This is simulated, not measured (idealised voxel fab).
You're looking at the process module voxel released beams.
Xsec cut, 245 nm wide, square cell size 5 nm.
Notation: cross-section as square-cell grid; stated in bands, top first, going down; one or more cell rows per band. The entry gives the band's vertical extent as a top height and a bottom height in nm, then its horizontal make-up as materials from left to right, each with a width in nm. "empty" stands for empty space; a single material marked "full width" fills the band edge to edge. We count height from 0. Below that, the starting wafer is all one material. The lowest band never ends at the bottom but goes on down; see "0 -> down" for how that is written. Width: "30..40" (first number = top row, second number = bottom row, same change from row to row of cells). A step reported as "nothing was modified" is a step in which no cell of the cross-section changed. Empty spaces without an open route to the top, at least 8 cells in extent, make up the entry "Sealed void list"; each is given as width x height at distance, where the distance is measured from the left edge, and all are in nm. If you see something after the settings on a step's line, that's the simulator's own remark about that step. When a step includes a mask, the "overlay nm" setting on its line states how far to the right of its planned place that mask lay, and negative values state how far to the left.
-- These are the steps we planned for the process
1,RECEIVE (material Si)
2,CONFORMAL_DEP (material Al2O3; thk nm 10)
3,DIRECTIONAL_DEP (material SiO2; thk nm 15)
4,PATTERN (tone open; mask id ANCHOR; material resist; width nm 35; thk nm 15; overlay nm 0)
5,DIRECTIONAL_ETCH (etch materials SiO2; depth nm 15)
6,STRIP (etch materials resist)
7,CONFORMAL_DEP (material SiN; thk nm 10)
8,PATTERN (tone cover; mask id BEAM; material resist; width nm 95; thk nm 20; overlay nm 0)
9,DIRECTIONAL_ETCH (etch materials SiN; depth nm 5)
10,STRIP (etch materials resist)
11,STRIP (etch materials SiO2)
Quick note for whoever runs this: the wafers start identical, but the depth nm at step 9 isn't the same across them. The plan just shows what the first wafer had.
-- The as-received cross-section of the first of several wafers corresponds to the state after step 1
0 -> down: Si full width
Sealed void list: none
-- End of the module, past its last step, step 11: how the first of several wafers looks in cross-section
35 -> 30: 70 of empty, 15 of SiN, 15 of empty, 65 of SiN, 80 of empty
30 -> 25: 85 of SiN, 15 of empty, 145 of SiN
25 -> 20: 75 of SiO2, 10 of SiN, 15 of empty, 10 of SiN, 135 of SiO2
20 -> 10: 75 of SiO2, 35 of SiN, 135 of SiO2
10 -> 0: Al2O3 full width
0 -> down: Si full width
Sealed void list: none
-- Here we cross-sectioned the last of the wafers once the module was done
35 -> 25: 70 of empty, 15 of SiN, 15 of empty, 65 of SiN, 80 of empty
25 -> 20: 75 of empty, 10 of SiN, 15 of empty, 10 of SiN, 135 of empty
20 -> 10: 75 of empty, 35 of SiN, 135 of empty
10 -> 0: Al2O3 full width
0 -> down: Si full width
Sealed void list: none
-- Take any row and you have a wafer at the end of the module: how many cells of each material it has gained (+) or lost (-) since it was received, and then its closed voids
depth nm 5 | +98 Al2O3 | +80 SiN | +126 SiO2 | Sealed void list: none
depth nm 10 | +98 Al2O3 | +50 SiN | Sealed void list: none
depth nm 15 | +98 Al2O3 | +50 SiN | Sealed void list: none
depth nm 20 | +98 Al2O3 | +50 SiN | Sealed void list: none
depth nm 25 | +98 Al2O3 | +50 SiN | Sealed void list: none
